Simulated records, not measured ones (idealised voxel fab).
The document below concerns the process module designated voxel wiring stack.
Section cut is 200 nm wide and gridded with 5 nm square cells.
In this document a cross-section is written as a grid of square cells. It is given as a series of bands, listed from the top down, and a band is one or more rows of cells. Per band: top height and bottom height in nm, followed by the left-to-right materials and their widths in nm; "all across" marks a single material spanning edge to edge, "empty" marks empty space. Beneath 0, the wafer as received is one material, and that level is where height counting begins. The lowest band goes on downward without a bottom; it is written like "0..down". When a width is written as two numbers, as in "30..40", the first number is the width in the top row of cells of the band and the second is the width in its bottom row, and the width changes by the same amount from each row to the next. Take "nothing different" at face value: in the step it is given for, the cross-section changed in none of its cells. Unvented cavities: empty space of 8 cells or more with no open way to the top, each as width x height at its distance from the left edge, in nm. Whatever follows a step's settings on its line is a remark the simulator itself makes about that step. Among the settings permitted on a step's line is "overlay nm"; applied to a step with a mask, it specifies the extent to which the mask lay to the right of its planned position, whereas a negative figure signifies a position to the left.

The planned process steps are enumerated hereunder
1 RECEIVE (material Si)
2 CONFORMAL_DEP (material SiO2; thk nm 15)
3 CONFORMAL_DEP (material SiCN; thk nm 5)
4 DIRECTIONAL_DEP (material lowk; thk nm 20)
5 DIRECTIONAL_DEP (material aC; thk nm 10)
6 PATTERN (tone open; mask id METAL_1; material resist; width nm 25; pitch nm 40; thk nm 25; overlay nm 0)
7 DIRECTIONAL_ETCH (etch materials aC; depth nm 10)
8 STRIP (etch materials resist)
9 DIRECTIONAL_ETCH (etch materials lowk; depth nm 20)
10 DIRECTIONAL_ETCH (etch materials SiCN; depth nm 5)
11 STRIP (etch materials aC)
12 CONFORMAL_DEP (material TiN; thk nm 5)
13 FILL_DEP (material Ru; thk nm 10)
14 CMP (height nm 40)
15 CONFORMAL_DEP (material SiCN; thk nm 5)
16 DIRECTIONAL_DEP (material lowk; thk nm 35)
17 DIRECTIONAL_DEP (material aC; thk nm 15)
18 PATTERN (tone open; mask id METAL_2_HOLES; material resist; width nm 15; pitch nm 40; thk nm 30; overlay nm 0)
19 DIRECTIONAL_ETCH (etch materials aC; depth nm 15)
20 STRIP (etch materials resist)
21 DIRECTIONAL_ETCH (etch materials lowk; depth nm 35)
22 STRIP (etch materials aC)
23 DIRECTIONAL_DEP (material aC; thk nm 10)
24 PATTERN (tone open; mask id METAL_2; material resist; width nm 25; pitch nm 40; thk nm 25; overlay nm 0)
25 DIRECTIONAL_ETCH (etch materials aC; depth nm 10)
26 STRIP (etch materials resist)
27 DIRECTIONAL_ETCH (etch materials lowk; depth nm 20)
28 DIRECTIONAL_ETCH (etch materials SiCN; depth nm 5)
29 STRIP (etch materials aC)
30 CONFORMAL_DEP (material TiN; thk nm 5)
31 FILL_DEP (material Cu; thk nm 5)
32 CMP (height nm 80)
33 CONFORMAL_DEP (material SiCN; thk nm 5)
34 DIRECTIONAL_DEP (material lowk; thk nm 10)
35 MASKED_ETCH (tone open; mask id PLUG_2; width nm 15; pitch nm 80; etch materials lowk; depth nm 10; overlay nm 0)
36 MASKED_ETCH (tone open; mask id PLUG_2; width nm 15; pitch nm 80; etch materials SiCN; depth nm 5; overlay nm 0)
37 CONFORMAL_DEP (material TiN; thk nm 5)
38 FILL_DEP (material W; thk nm 10)
39 CMP (height nm 95)
40 DIRECTIONAL_DEP (material TiN; thk nm 5)
41 DIRECTIONAL_DEP (material Ru; thk nm 25)
42 PATTERN (tone cover; mask id METAL_3; material resist; width nm 25; pitch nm 40; thk nm 20; overlay nm 0)
43 DIRECTIONAL_ETCH (etch materials Ru; depth nm 25)
44 DIRECTIONAL_ETCH (etch materials TiN; depth nm 5)
45 STRIP (etch materials resist)
46 FILL_DEP (material lowk; thk nm 10)
47 CMP (height nm 125)
48 CONFORMAL_DEP (material SiCN; thk nm 5)

Cross-section: wafer on arrival = after step 1
* 0..down  Si all across
* Unvented cavities: none

One mistake in running the module, otherwise start and plan as above: cross-section at the end
* 130..125  SiCN all across
* 125..100  25 lowk, 25 Ru, 15 lowk, 25 Ru, 15 lowk, 25 Ru, 15 lowk, 25 Ru, 30 lowk
* 100..95  25 lowk, 25 TiN, 15 lowk, 25 TiN, 15 lowk, 25 TiN, 15 lowk, 25 TiN, 30 lowk
* 95..85  25 lowk, 5 TiN, 5 W, 5 TiN, 65 lowk, 5 TiN, 5 W, 5 TiN, 80 lowk
* 85..80  25 SiCN, 15 TiN, 65 SiCN, 15 TiN, 80 SiCN
* 80..60  25 lowk, 5 TiN, 15 Cu, 5 TiN, 15 lowk, 5 TiN, 15 Cu, 5 TiN, 15 lowk, 5 TiN, 15 Cu, 5 TiN, 15 lowk, 5 TiN, 15 Cu, 5 TiN, 30 lowk
* 60..55  25 lowk, 5 TiN, 5 Cu, 15 TiN, 15 lowk, 5 TiN, 5 Cu, 15 TiN, 15 lowk, 5 TiN, 5 Cu, 15 TiN, 15 lowk, 5 TiN, 5 Cu, 15 TiN, 30 lowk
* 55..45  25 lowk, 5 TiN, 5 Cu, 5 TiN, 25 lowk, 5 TiN, 5 Cu, 5 TiN, 25 lowk, 5 TiN, 5 Cu, 5 TiN, 25 lowk, 5 TiN, 5 Cu, 5 TiN, 40 lowk
* 45..40  25 SiCN, 15 TiN, 25 SiCN, 15 TiN, 25 SiCN, 15 TiN, 25 SiCN, 15 TiN, 40 SiCN
* 40..20  25 lowk, 5 TiN, 15 Ru, 5 TiN, 15 lowk, 5 TiN, 15 Ru, 5 TiN, 15 lowk, 5 TiN, 15 Ru, 5 TiN, 15 lowk, 5 TiN, 15 Ru, 5 TiN, 30 lowk
* 20..15  25 SiCN, 25 TiN, 15 SiCN, 25 TiN, 15 SiCN, 25 TiN, 15 SiCN, 25 TiN, 30 SiCN
* 15..0  SiO2 all across
* 0..down  Si all across
* Unvented cavities: none
The plan and the run diverged here: not per plan at step 27, really ran DIRECTIONAL_ETCH (etch materials lowk; depth nm 25)
